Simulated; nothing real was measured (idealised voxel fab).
Name of the process module below: voxel transistor to metal
In the cross-section labelled cut, the width is 150 nm and each square cell is 5 nm.
If you're reading a cross-section in this doc, picture square cells in a grid; it comes to you as bands, top ones listed first down to the bottom, and a band can be one or more rows of cells.
Quick guide to a band line: top height, bottom height (nm) up front; then every material left to right with its width in nm. Only one material and it's marked "throughout"? Then it fills the band edge to edge. And "air" just means empty space.
Heights from 0 (as-received wafer is one material below). Bottom band endless downward, as "from 0 down".
Per-row width for "30 to 40": begins at first number (top row of band), ends at second number (bottom row), increment between rows held constant.
The designation "nothing was modified", where it is given for a processing step, indicates that no cell of the cross-section was altered in the course of that step.
"Closed void list" specifies each empty space that is not open to the top and that occupies no fewer than 8 cells, using the form width x height at distance, the distance measured from the left edge and all three quantities in nm.
Heads up: the bit after the settings on a step's line is the simulator's remark on that step.
Among the settings permitted on a step's line is "overlay nm"; applied to a step with a mask, it specifies the extent to which the mask lay to the right of its planned position, whereas a negative figure signifies a position to the left.

[So here's the lineup of process steps we planned]
| 1 | op RECEIVE | material Si |
| 2 | op CONFORMAL_DEP | material SiO2 | thk nm 5 |
| 3 | op CONFORMAL_DEP | material SiN | thk nm 10 |
| 4 | op PATTERN | tone cover | mask id ACTIVE | material resist | width nm 95 | thk nm 15 | overlay nm 0 |
| 5 | op DIRECTIONAL_ETCH | etch materials SiN | depth nm 10 |
| 6 | op DIRECTIONAL_ETCH | etch materials SiO2 | depth nm 5 |
| 7 | op DIRECTIONAL_ETCH | etch materials Si | depth nm 25 |
| 8 | op STRIP | etch materials resist |
| 9 | op OXIDIZE | depth nm 5 |
| 10 | op FILL_DEP | material SiO2 | thk nm 10 |
| 11 | op CMP | height nm 15 |
| 12 | op SELECTIVE_ETCH | etch materials SiO2 | depth nm 5 |
| 13 | op STRIP | etch materials SiN |
| 14 | op SELECTIVE_ETCH | etch materials SiO2 | depth nm 5 |
| 15 | op OXIDIZE | depth nm 5 |
| 16 | op DIRECTIONAL_DEP | material polySi | thk nm 30 |
| 17 | op DIRECTIONAL_DEP | material SiCN | thk nm 10 |
| 18 | op MASKED_ETCH | tone cover | mask id GATE | width nm 15 | etch materials SiCN | depth nm 20 | overlay nm 0 |
| 19 | op MASKED_ETCH | tone cover | mask id GATE | width nm 15 | etch materials polySi | depth nm 40 | overlay nm 0 |
| 20 | op CONFORMAL_DEP | material SiN | thk nm 10 |
| 21 | op DIRECTIONAL_ETCH | etch materials SiN | depth nm 10 |
| 22 | op DIRECTIONAL_ETCH | etch materials SiO2 | depth nm 5 |
| 23 | op DIRECTIONAL_ETCH | etch materials Si | depth nm 10 |
| 24 | op EPI | material pSi | thk nm 10 |
| 25 | op FILL_DEP | material SiO2 | thk nm 5 |
| 26 | op CMP | height nm 40 |
| 27 | op DIRECTIONAL_DEP | material SiO2 | thk nm 15 |
| 28 | op MASKED_ETCH | tone open | mask id CONTACT | width nm 20 | pitch nm 65 | etch materials SiO2 | depth nm 60 | overlay nm 0 |
| 29 | op CONFORMAL_DEP | material TiN | thk nm 5 |
| 30 | op FILL_DEP | material Ru | thk nm 5 |
| 31 | op CMP | height nm 55 |
| 32 | op CONFORMAL_DEP | material SiCN | thk nm 5 |
| 33 | op DIRECTIONAL_DEP | material SiO2 | thk nm 20 |
| 34 | op PATTERN | tone open | mask id METAL_1 | material resist | width nm 20 | pitch nm 65 | thk nm 15 | overlay nm 0 |
| 35 | op DIRECTIONAL_ETCH | etch materials SiO2 | depth nm 20 |
| 36 | op DIRECTIONAL_ETCH | etch materials SiCN | depth nm 5 |
| 37 | op STRIP | etch materials resist |
| 38 | op CONFORMAL_DEP | material TiN | thk nm 5 |
| 39 | op FILL_DEP | material Cu | thk nm 5 |
| 40 | op CMP | height nm 80 |
| 41 | op CONFORMAL_DEP | material SiN | thk nm 5 |

[Cross-section: wafer on arrival = after step 1]
  from 0 down | Si throughout
  Closed void list: none

[Cross-section: first of two wafers, module finished, run according to plan]
  from 85 to 80 | SiN throughout
  from 80 to 60 | 30 SiO2 | 5 TiN | 10 Cu | 5 TiN | 45 SiO2 | 5 TiN | 10 Cu | 5 TiN | 35 SiO2
  from 60 to 55 | 30 SiCN | 20 TiN | 45 SiCN | 20 TiN | 35 SiCN
  from 55 to 40 | 30 SiO2 | 5 TiN | 10 Ru | 5 TiN | 45 SiO2 | 5 TiN | 10 Ru | 5 TiN | 35 SiO2
  from 40 to 30 | 30 SiO2 | 5 TiN | 10 Ru | 5 TiN | 5 SiO2 | 10 SiN | 15 SiCN | 10 SiN | 5 SiO2 | 5 TiN | 10 Ru | 5 TiN | 35 SiO2
  from 30 to 10 | 30 SiO2 | 5 TiN | 10 Ru | 5 TiN | 5 SiO2 | 10 SiN | 15 polySi | 10 SiN | 5 SiO2 | 5 TiN | 10 Ru | 5 TiN | 35 SiO2
  from 10 to 5 | 30 SiO2 | 5 TiN | 5 Ru | 10 TiN | 5 SiO2 | 10 SiN | 15 polySi | 10 SiN | 5 SiO2 | 10 TiN | 5 Ru | 5 TiN | 35 SiO2
  from 5 to 0 | 20 SiO2 | 10 SiN | 5 TiN | 5 Ru | 5 TiN | 10 pSi | 10 SiN | 15 polySi | 10 SiN | 10 pSi | 5 TiN | 5 Ru | 5 TiN | 10 SiN | 25 SiO2
  from 0 to -5 | 30 SiO2 | 15 TiN | 10 pSi | 35 SiO2 | 10 pSi | 15 TiN | 35 SiO2
  from -5 to -15 | 30 SiO2 | 25 pSi | 35 Si | 25 pSi | 35 SiO2
  from -15 to -30 | 30 SiO2 | 85 Si | 35 SiO2
  from -30 down | Si throughout
  Closed void list: none

[Cross-sectional view: second of two wafers, end of module; start and plan identical to the first, one mistake in running]
  from 85 to 80 | SiN throughout
  from 80 to 60 | 30 SiO2 | 5 TiN | 10 Cu | 5 TiN | 45 SiO2 | 5 TiN | 10 Cu | 5 TiN | 35 SiO2
  from 60 to 55 | 30 SiCN | 20 TiN | 45 SiCN | 20 TiN | 35 SiCN
  from 55 to 40 | 30 SiO2 | 5 TiN | 10 Ru | 5 TiN | 45 SiO2 | 5 TiN | 10 Ru | 5 TiN | 35 SiO2
  from 40 to 30 | 30 SiO2 | 5 TiN | 10 Ru | 5 TiN | 15 SiN | 15 SiCN | 15 SiN | 5 TiN | 10 Ru | 5 TiN | 35 SiO2
  from 30 to 15 | 30 SiO2 | 5 TiN | 10 Ru | 5 TiN | 15 SiN | 15 polySi | 15 SiN | 5 TiN | 10 Ru | 5 TiN | 35 SiO2
  from 15 to 10 | 30 SiO2 | 10 TiN | 5 Ru | 5 TiN | 15 SiN | 15 polySi | 15 SiN | 5 TiN | 5 Ru | 10 TiN | 35 SiO2
  from 10 to 5 | 35 SiN | 15 TiN | 15 SiN | 15 polySi | 15 SiN | 15 TiN | 40 SiN
  from 5 to 0 | 20 SiO2 | 45 SiN | 15 polySi | 45 SiN | 25 SiO2
  from 0 to -5 | SiO2 throughout
  from -5 to -30 | 30 SiO2 | 85 Si | 35 SiO2
  from -30 down | Si throughout
  Closed void list: none
Deviation from plan: step 20 off recipe, ran as op CONFORMAL_DEP | material SiN | thk nm 15
Once processing is complete, comparing cell counts shows that the second wafer has more or fewer of certain materials than the first: Ru: 6 fewer; Si: 20 more; SiN: 39 more; SiO2: 17 fewer; TiN: 8 fewer; pSi: 28 fewer
